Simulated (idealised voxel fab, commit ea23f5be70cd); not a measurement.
process module | voxel trench capacitor
cross-section cut | 270 nm wide | cells 5 nm
A cross-section is a grid of square cells, given in bands from the top down. A band is one or more rows of cells.
Each band's line starts with the height of the band's top and of its bottom, in nm. Then come its materials from left to right, each with its width in nm. One material with "throughout" fills the band from edge to edge. "air" is empty space.
Height 0 is the level under which the wafer as received is all one material. The lowest band goes on downwards, as in "0 down".
A width such as "30 to 40" changes by the same amount from each row of cells to the next, from the band's top row to its bottom row.
"no change" after a step means that no cell of the cross-section changed.
closed voids: empty space of 8 cells or more with no open way to the top, each as width x height at its distance from the left edge, in nm
after a step's settings: what the simulator itself notes on the step
overlay nm, on a step with a mask: how far to the right of its planned place the mask lay; to the left if negative
Each pair below shows a cross-section before one step and the cross-section after it, down to the lowest band that changed. The line under each pair gives the step between them, with its settings. The pairs can come from different runs of this module on the same starting wafer, so a pair continues from the pair above only where its "before" says so.
before
  0 down: Si throughout
  closed voids: none
after
  5 to 0: SiN throughout
  below 0: unchanged
  closed voids: none
the step between: op CONFORMAL_DEP | material SiN | thk nm 5
before: the cross-section after the pair above
after
  25 to 5: resist 70 | air 25 | resist 25 | air 25 | resist 25 | air 25 | resist 75
  below 5: unchanged
  closed voids: none
the step between: op PATTERN | tone open | mask id TRENCH | material resist | width nm 25 | pitch nm 50 | thk nm 20 | overlay nm 0
before: the cross-section after the pair above
after
  25 to 5: resist 70 | air 25 | resist 25 | air 25 | resist 25 | air 25 | resist 75
  5 to 0: SiN 70 | air 25 | SiN 25 | air 25 | SiN 25 | air 25 | SiN 75
  below 0: unchanged
  closed voids: none
the step between: op DIRECTIONAL_ETCH | etch materials SiN | depth nm 5
before: the cross-section after the pair above
after
  25 to 5: resist 70 | air 25 | resist 25 | air 25 | resist 25 | air 25 | resist 75
  5 to 0: SiN 70 | air 25 | SiN 25 | air 25 | SiN 25 | air 25 | SiN 75
  0 to -40: Si 70 | air 25 | Si 25 | air 25 | Si 25 | air 25 | Si 75
  below -40: unchanged
  closed voids: none
the step between: op DIRECTIONAL_ETCH | etch materials Si | depth nm 40
before: the cross-section after the pair above
after
  5 to 0: SiN 70 | air 25 | SiN 25 | air 25 | SiN 25 | air 25 | SiN 75
  below 0: unchanged
  closed voids: none
the step between: op STRIP | etch materials resist
before: the cross-section after the pair above
after
  10 to 5: SiO2 75 | air 15 | SiO2 35 | air 15 | SiO2 35 | air 15 | SiO2 80
  5 to 0: SiN 70 | SiO2 5 | air 15 | SiO2 5 | SiN 25 | SiO2 5 | air 15 | SiO2 5 | SiN 25 | SiO2 5 | air 15 | SiO2 5 | SiN 75
  0 to -35: Si 70 | SiO2 5 | air 15 | SiO2 5 | Si 25 | SiO2 5 | air 15 | SiO2 5 | Si 25 | SiO2 5 | air 15 | SiO2 5 | Si 75
  -35 to -40: Si 70 | SiO2 25 | Si 25 | SiO2 25 | Si 25 | SiO2 25 | Si 75
  below -40: unchanged
  closed voids: none
the step between: op CONFORMAL_DEP | material SiO2 | thk nm 5
before: the cross-section after the pair above
after
  15 to 10: polySi throughout
  10 to 5: SiO2 75 | polySi 15 | SiO2 35 | polySi 15 | SiO2 35 | polySi 15 | SiO2 80
  5 to 0: SiN 70 | SiO2 5 | polySi 15 | SiO2 5 | SiN 25 | SiO2 5 | polySi 15 | SiO2 5 | SiN 25 | SiO2 5 | polySi 15 | SiO2 5 | SiN 75
  0 to -35: Si 70 | SiO2 5 | polySi 15 | SiO2 5 | Si 25 | SiO2 5 | polySi 15 | SiO2 5 | Si 25 | SiO2 5 | polySi 15 | SiO2 5 | Si 75
  below -35: unchanged
  closed voids: none
the step between: op FILL_DEP | material polySi | thk nm 5
before: the cross-section after the pair above
after
  5 to 0: SiN 70 | SiO2 5 | polySi 15 | SiO2 5 | SiN 25 | SiO2 5 | polySi 15 | SiO2 5 | SiN 25 | SiO2 5 | polySi 15 | SiO2 5 | SiN 75
  below 0: unchanged
  closed voids: none
the step between: op CMP | height nm 5
before
  25 to 5: resist 70 | air 25 | resist 25 | air 25 | resist 25 | air 25 | resist 75
  5 to 0: SiN 70 | air 25 | SiN 25 | air 25 | SiN 25 | air 25 | SiN 75
  0 to -40: Si 70 | air 25 | Si 25 | air 25 | Si 25 | air 25 | Si 75
  -40 down: Si throughout
  closed voids: none
after
  25 to 5: resist 70 | air 25 | resist 25 | air 25 | resist 25 | air 25 | resist 75
  5 to 0: SiN 70 | air 25 | SiN 25 | air 25 | SiN 25 | air 25 | SiN 75
  0 to -80: Si 70 | air 25 | Si 25 | air 25 | Si 25 | air 25 | Si 75
  below -80: unchanged
  closed voids: none
the step between: op DIRECTIONAL_ETCH | etch materials Si | depth nm 40
before: the cross-section after the pair above
after
  5 to 0: SiN 70 | air 25 | SiN 25 | air 25 | SiN 25 | air 25 | SiN 75
  below 0: unchanged
  closed voids: none
the step between: op STRIP | etch materials resist
before: the cross-section after the pair above
after
  10 to 5: SiO2 75 | air 15 | SiO2 35 | air 15 | SiO2 35 | air 15 | SiO2 80
  5 to 0: SiN 70 | SiO2 5 | air 15 | SiO2 5 | SiN 25 | SiO2 5 | air 15 | SiO2 5 | SiN 25 | SiO2 5 | air 15 | SiO2 5 | SiN 75
  0 to -75: Si 70 | SiO2 5 | air 15 | SiO2 5 | Si 25 | SiO2 5 | air 15 | SiO2 5 | Si 25 | SiO2 5 | air 15 | SiO2 5 | Si 75
  -75 to -80: Si 70 | SiO2 25 | Si 25 | SiO2 25 | Si 25 | SiO2 25 | Si 75
  below -80: unchanged
  closed voids: none
the step between: op CONFORMAL_DEP | material SiO2 | thk nm 5
before: the cross-section after the pair above
after
  15 to 10: polySi throughout
  10 to 5: SiO2 75 | polySi 15 | SiO2 35 | polySi 15 | SiO2 35 | polySi 15 | SiO2 80
  5 to 0: SiN 70 | SiO2 5 | polySi 15 | SiO2 5 | SiN 25 | SiO2 5 | polySi 15 | SiO2 5 | SiN 25 | SiO2 5 | polySi 15 | SiO2 5 | SiN 75
  0 to -75: Si 70 | SiO2 5 | polySi 15 | SiO2 5 | Si 25 | SiO2 5 | polySi 15 | SiO2 5 | Si 25 | SiO2 5 | polySi 15 | SiO2 5 | Si 75
  below -75: unchanged
  closed voids: none
the step between: op FILL_DEP | material polySi | thk nm 5
before: the cross-section after the pair above
after
  5 to 0: SiN 70 | SiO2 5 | polySi 15 | SiO2 5 | SiN 25 | SiO2 5 | polySi 15 | SiO2 5 | SiN 25 | SiO2 5 | polySi 15 | SiO2 5 | SiN 75
  below 0: unchanged
  closed voids: none
the step between: op CMP | height nm 5
before
  25 to 5: resist 70 | air 25 | resist 25 | air 25 | resist 25 | air 25 | resist 75
  5 to 0: SiN 70 | air 25 | SiN 25 | air 25 | SiN 25 | air 25 | SiN 75
  0 down: Si throughout
  closed voids: none
after
  5 to 0: SiN 70 | air 25 | SiN 25 | air 25 | SiN 25 | air 25 | SiN 75
  below 0: unchanged
  closed voids: none
the step between: op STRIP | etch materials resist
before: the cross-section after the pair above
after
  5 to 0: SiN 70 | air 25 | SiN 25 | air 25 | SiN 25 | air 25 | SiN 75
  0 to -40: Si 70 | air 25 | Si 25 | air 25 | Si 25 | air 25 | Si 75
  below -40: unchanged
  closed voids: none
the step between: op DIRECTIONAL_ETCH | etch materials Si | depth nm 40
before
  25 to 5: resist 70 | air 25 | resist 25 | air 25 | resist 25 | air 25 | resist 75
  5 to 0: SiN 70 | air 25 | SiN 25 | air 25 | SiN 25 | air 25 | SiN 75
  0 down: Si throughout
  closed voids: none
after
  25 to 5: resist 70 | air 25 | resist 25 | air 25 | resist 25 | air 25 | resist 75
  5 to 0: SiN 70 | air 25 | SiN 25 | air 25 | SiN 25 | air 25 | SiN 75
  0 to -45: Si 70 | air 25 | Si 25 | air 25 | Si 25 | air 25 | Si 75
  below -45: unchanged
  closed voids: none
the step between: op DIRECTIONAL_ETCH | etch materials Si | depth nm 45
before: the cross-section after the pair above
after
  5 to 0: SiN 70 | air 25 | SiN 25 | air 25 | SiN 25 | air 25 | SiN 75
  below 0: unchanged
  closed voids: none
the step between: op STRIP | etch materials resist
before: the cross-section after the pair above
after
  10 to 5: SiO2 75 | air 15 | SiO2 35 | air 15 | SiO2 35 | air 15 | SiO2 80
  5 to 0: SiN 70 | SiO2 5 | air 15 | SiO2 5 | SiN 25 | SiO2 5 | air 15 | SiO2 5 | SiN 25 | SiO2 5 | air 15 | SiO2 5 | SiN 75
  0 to -40: Si 70 | SiO2 5 | air 15 | SiO2 5 | Si 25 | SiO2 5 | air 15 | SiO2 5 | Si 25 | SiO2 5 | air 15 | SiO2 5 | Si 75
  -40 to -45: Si 70 | SiO2 25 | Si 25 | SiO2 25 | Si 25 | SiO2 25 | Si 75
  below -45: unchanged
  closed voids: none
the step between: op CONFORMAL_DEP | material SiO2 | thk nm 5
before: the cross-section after the pair above
after
  15 to 10: polySi throughout
  10 to 5: SiO2 75 | polySi 15 | SiO2 35 | polySi 15 | SiO2 35 | polySi 15 | SiO2 80
  5 to 0: SiN 70 | SiO2 5 | polySi 15 | SiO2 5 | SiN 25 | SiO2 5 | polySi 15 | SiO2 5 | SiN 25 | SiO2 5 | polySi 15 | SiO2 5 | SiN 75
  0 to -40: Si 70 | SiO2 5 | polySi 15 | SiO2 5 | Si 25 | SiO2 5 | polySi 15 | SiO2 5 | Si 25 | SiO2 5 | polySi 15 | SiO2 5 | Si 75
  below -40: unchanged
  closed voids: none
the step between: op FILL_DEP | material polySi | thk nm 5
before: the cross-section after the pair above
after
  5 to 0: SiN 70 | SiO2 5 | polySi 15 | SiO2 5 | SiN 25 | SiO2 5 | polySi 15 | SiO2 5 | SiN 25 | SiO2 5 | polySi 15 | SiO2 5 | SiN 75
  below 0: unchanged
  closed voids: none
the step between: op CMP | height nm 5
before
  5 to 0: SiN throughout
  0 down: Si throughout
  closed voids: none
after
  25 to 5: resist 70 | air 30 | resist 20 | air 30 | resist 20 | air 30 | resist 70
  below 5: unchanged
  closed voids: none
the step between: op PATTERN | tone open | mask id TRENCH | material resist | width nm 30 | pitch nm 50 | thk nm 20 | overlay nm 0
before: the cross-section after the pair above
after
  25 to 5: resist 70 | air 30 | resist 20 | air 30 | resist 20 | air 30 | resist 70
  5 to 0: SiN 70 | air 30 | SiN 20 | air 30 | SiN 20 | air 30 | SiN 70
  below 0: unchanged
  closed voids: none
the step between: op DIRECTIONAL_ETCH | etch materials SiN | depth nm 5
before: the cross-section after the pair above
after
  25 to 5: resist 70 | air 30 | resist 20 | air 30 | resist 20 | air 30 | resist 70
  5 to 0: SiN 70 | air 30 | SiN 20 | air 30 | SiN 20 | air 30 | SiN 70
  0 to -40: Si 70 | air 30 | Si 20 | air 30 | Si 20 | air 30 | Si 70
  below -40: unchanged
  closed voids: none
the step between: op DIRECTIONAL_ETCH | etch materials Si | depth nm 40
before: the cross-section after the pair above
after
  5 to 0: SiN 70 | air 30 | SiN 20 | air 30 | SiN 20 | air 30 | SiN 70
  below 0: unchanged
  closed voids: none
the step between: op STRIP | etch materials resist
before: the cross-section after the pair above
after
  10 to 5: SiO2 75 | air 20 | SiO2 30 | air 20 | SiO2 30 | air 20 | SiO2 75
  5 to 0: SiN 70 | SiO2 5 | air 20 | SiO2 5 | SiN 20 | SiO2 5 | air 20 | SiO2 5 | SiN 20 | SiO2 5 | air 20 | SiO2 5 | SiN 70
  0 to -35: Si 70 | SiO2 5 | air 20 | SiO2 5 | Si 20 | SiO2 5 | air 20 | SiO2 5 | Si 20 | SiO2 5 | air 20 | SiO2 5 | Si 70
  -35 to -40: Si 70 | SiO2 30 | Si 20 | SiO2 30 | Si 20 | SiO2 30 | Si 70
  below -40: unchanged
  closed voids: none
the step between: op CONFORMAL_DEP | material SiO2 | thk nm 5
before: the cross-section after the pair above
after
  15 to 10: polySi throughout
  10 to 5: SiO2 75 | polySi 20 | SiO2 30 | polySi 20 | SiO2 30 | polySi 20 | SiO2 75
  5 to 0: SiN 70 | SiO2 5 | polySi 20 | SiO2 5 | SiN 20 | SiO2 5 | polySi 20 | SiO2 5 | SiN 20 | SiO2 5 | polySi 20 | SiO2 5 | SiN 70
  0 to -35: Si 70 | SiO2 5 | polySi 20 | SiO2 5 | Si 20 | SiO2 5 | polySi 20 | SiO2 5 | Si 20 | SiO2 5 | polySi 20 | SiO2 5 | Si 70
  below -35: unchanged
  closed voids: none
the step between: op FILL_DEP | material polySi | thk nm 5
before: the cross-section after the pair above
after
  5 to 0: SiN 70 | SiO2 5 | polySi 20 | SiO2 5 | SiN 20 | SiO2 5 | polySi 20 | SiO2 5 | SiN 20 | SiO2 5 | polySi 20 | SiO2 5 | SiN 70
  below 0: unchanged
  closed voids: none
the step between: op CMP | height nm 5
before
  5 to 0: SiN throughout
  0 down: Si throughout
  closed voids: none
after
  25 to 5: resist 65 | air 25 | resist 25 | air 25 | resist 25 | air 25 | resist 80
  below 5: unchanged
  closed voids: none
the step between: op PATTERN | tone open | mask id TRENCH | material resist | width nm 25 | pitch nm 50 | thk nm 20 | overlay nm -5
before: the cross-section after the pair above
after
  25 to 5: resist 65 | air 25 | resist 25 | air 25 | resist 25 | air 25 | resist 80
  5 to 0: SiN 65 | air 25 | SiN 25 | air 25 | SiN 25 | air 25 | SiN 80
  below 0: unchanged
  closed voids: none
the step between: op DIRECTIONAL_ETCH | etch materials SiN | depth nm 5
before: the cross-section after the pair above
after
  25 to 5: resist 65 | air 25 | resist 25 | air 25 | resist 25 | air 25 | resist 80
  5 to 0: SiN 65 | air 25 | SiN 25 | air 25 | SiN 25 | air 25 | SiN 80
  0 to -40: Si 65 | air 25 | Si 25 | air 25 | Si 25 | air 25 | Si 80
  below -40: unchanged
  closed voids: none
the step between: op DIRECTIONAL_ETCH | etch materials Si | depth nm 40
before: the cross-section after the pair above
after
  5 to 0: SiN 65 | air 25 | SiN 25 | air 25 | SiN 25 | air 25 | SiN 80
  below 0: unchanged
  closed voids: none
the step between: op STRIP | etch materials resist
before: the cross-section after the pair above
after
  10 to 5: SiO2 70 | air 15 | SiO2 35 | air 15 | SiO2 35 | air 15 | SiO2 85
  5 to 0: SiN 65 | SiO2 5 | air 15 | SiO2 5 | SiN 25 | SiO2 5 | air 15 | SiO2 5 | SiN 25 | SiO2 5 | air 15 | SiO2 5 | SiN 80
  0 to -35: Si 65 | SiO2 5 | air 15 | SiO2 5 | Si 25 | SiO2 5 | air 15 | SiO2 5 | Si 25 | SiO2 5 | air 15 | SiO2 5 | Si 80
  -35 to -40: Si 65 | SiO2 25 | Si 25 | SiO2 25 | Si 25 | SiO2 25 | Si 80
  below -40: unchanged
  closed voids: none
the step between: op CONFORMAL_DEP | material SiO2 | thk nm 5
before: the cross-section after the pair above
after
  15 to 10: polySi throughout
  10 to 5: SiO2 70 | polySi 15 | SiO2 35 | polySi 15 | SiO2 35 | polySi 15 | SiO2 85
  5 to 0: SiN 65 | SiO2 5 | polySi 15 | SiO2 5 | SiN 25 | SiO2 5 | polySi 15 | SiO2 5 | SiN 25 | SiO2 5 | polySi 15 | SiO2 5 | SiN 80
  0 to -35: Si 65 | SiO2 5 | polySi 15 | SiO2 5 | Si 25 | SiO2 5 | polySi 15 | SiO2 5 | Si 25 | SiO2 5 | polySi 15 | SiO2 5 | Si 80
  below -35: unchanged
  closed voids: none
the step between: op FILL_DEP | material polySi | thk nm 5
before: the cross-section after the pair above
after
  5 to 0: SiN 65 | SiO2 5 | polySi 15 | SiO2 5 | SiN 25 | SiO2 5 | polySi 15 | SiO2 5 | SiN 25 | SiO2 5 | polySi 15 | SiO2 5 | SiN 80
  below 0: unchanged
  closed voids: none
the step between: op CMP | height nm 5
before
  10 to 5: SiO2 75 | air 15 | SiO2 35 | air 15 | SiO2 35 | air 15 | SiO2 80
  5 to 0: SiN 70 | SiO2 5 | air 15 | SiO2 5 | SiN 25 | SiO2 5 | air 15 | SiO2 5 | SiN 25 | SiO2 5 | air 15 | SiO2 5 | SiN 75
  0 to -35: Si 70 | SiO2 5 | air 15 | SiO2 5 | Si 25 | SiO2 5 | air 15 | SiO2 5 | Si 25 | SiO2 5 | air 15 | SiO2 5 | Si 75
  -35 to -40: Si 70 | SiO2 25 | Si 25 | SiO2 25 | Si 25 | SiO2 25 | Si 75
  -40 down: Si throughout
  closed voids: none
after
  15 to 10: SiN throughout
  10 to 5: SiO2 75 | SiN 15 | SiO2 35 | SiN 15 | SiO2 35 | SiN 15 | SiO2 80
  5 to 0: SiN 70 | SiO2 5 | SiN 15 | SiO2 5 | SiN 25 | SiO2 5 | SiN 15 | SiO2 5 | SiN 25 | SiO2 5 | SiN 15 | SiO2 5 | SiN 75
  0 to -35: Si 70 | SiO2 5 | SiN 15 | SiO2 5 | Si 25 | SiO2 5 | SiN 15 | SiO2 5 | Si 25 | SiO2 5 | SiN 15 | SiO2 5 | Si 75
  below -35: unchanged
  closed voids: none
the step between: op FILL_DEP | material SiN | thk nm 5
before: the cross-section after the pair above
after
  5 to 0: SiN 70 | SiO2 5 | SiN 15 | SiO2 5 | SiN 25 | SiO2 5 | SiN 15 | SiO2 5 | SiN 25 | SiO2 5 | SiN 15 | SiO2 5 | SiN 75
  below 0: unchanged
  closed voids: none
the step between: op CMP | height nm 5
before
  5 to 0: SiN throughout
  0 down: Si throughout
  closed voids: none
after
  25 to 5: air 70 | resist 25 | air 25 | resist 25 | air 25 | resist 25 | air 75
  below 5: unchanged
  closed voids: none
the step between: op PATTERN | tone cover | mask id TRENCH | material resist | width nm 25 | pitch nm 50 | thk nm 20 | overlay nm 0
before: the cross-section after the pair above
after
  25 to 5: air 70 | resist 25 | air 25 | resist 25 | air 25 | resist 25 | air 75
  5 to 0: air 70 | SiN 25 | air 25 | SiN 25 | air 25 | SiN 25 | air 75
  below 0: unchanged
  closed voids: none
the step between: op DIRECTIONAL_ETCH | etch materials SiN | depth nm 5
before: the cross-section after the pair above
after
  25 to 5: air 70 | resist 25 | air 25 | resist 25 | air 25 | resist 25 | air 75
  5 to 0: air 70 | SiN 25 | air 25 | SiN 25 | air 25 | SiN 25 | air 75
  0 to -40: air 70 | Si 25 | air 25 | Si 25 | air 25 | Si 25 | air 75
  below -40: unchanged
  closed voids: none
the step between: op DIRECTIONAL_ETCH | etch materials Si | depth nm 40
before: the cross-section after the pair above
after
  5 to 0: air 70 | SiN 25 | air 25 | SiN 25 | air 25 | SiN 25 | air 75
  below 0: unchanged
  closed voids: none
the step between: op STRIP | etch materials resist
before: the cross-section after the pair above
after
  10 to 5: air 65 | SiO2 35 | air 15 | SiO2 35 | air 15 | SiO2 35 | air 70
  5 to 0: air 65 | SiO2 5 | SiN 25 | SiO2 5 | air 15 | SiO2 5 | SiN 25 | SiO2 5 | air 15 | SiO2 5 | SiN 25 | SiO2 5 | air 70
  0 to -35: air 65 | SiO2 5 | Si 25 | SiO2 5 | air 15 | SiO2 5 | Si 25 | SiO2 5 | air 15 | SiO2 5 | Si 25 | SiO2 5 | air 70
  -35 to -40: SiO2 70 | Si 25 | SiO2 25 | Si 25 | SiO2 25 | Si 25 | SiO2 75
  below -40: unchanged
  closed voids: none
the step between: op CONFORMAL_DEP | material SiO2 | thk nm 5
before: the cross-section after the pair above
after
  15 to 10: polySi throughout
  10 to 5: polySi 65 | SiO2 35 | polySi 15 | SiO2 35 | polySi 15 | SiO2 35 | polySi 70
  5 to 0: polySi 65 | SiO2 5 | SiN 25 | SiO2 5 | polySi 15 | SiO2 5 | SiN 25 | SiO2 5 | polySi 15 | SiO2 5 | SiN 25 | SiO2 5 | polySi 70
  0 to -35: polySi 65 | SiO2 5 | Si 25 | SiO2 5 | polySi 15 | SiO2 5 | Si 25 | SiO2 5 | polySi 15 | SiO2 5 | Si 25 | SiO2 5 | polySi 70
  below -35: unchanged
  closed voids: none
the step between: op FILL_DEP | material polySi | thk nm 5
before: the cross-section after the pair above
after
  5 to 0: polySi 65 | SiO2 5 | SiN 25 | SiO2 5 | polySi 15 | SiO2 5 | SiN 25 | SiO2 5 | polySi 15 | SiO2 5 | SiN 25 | SiO2 5 | polySi 70
  below 0: unchanged
  closed voids: none
the step between: op CMP | height nm 5
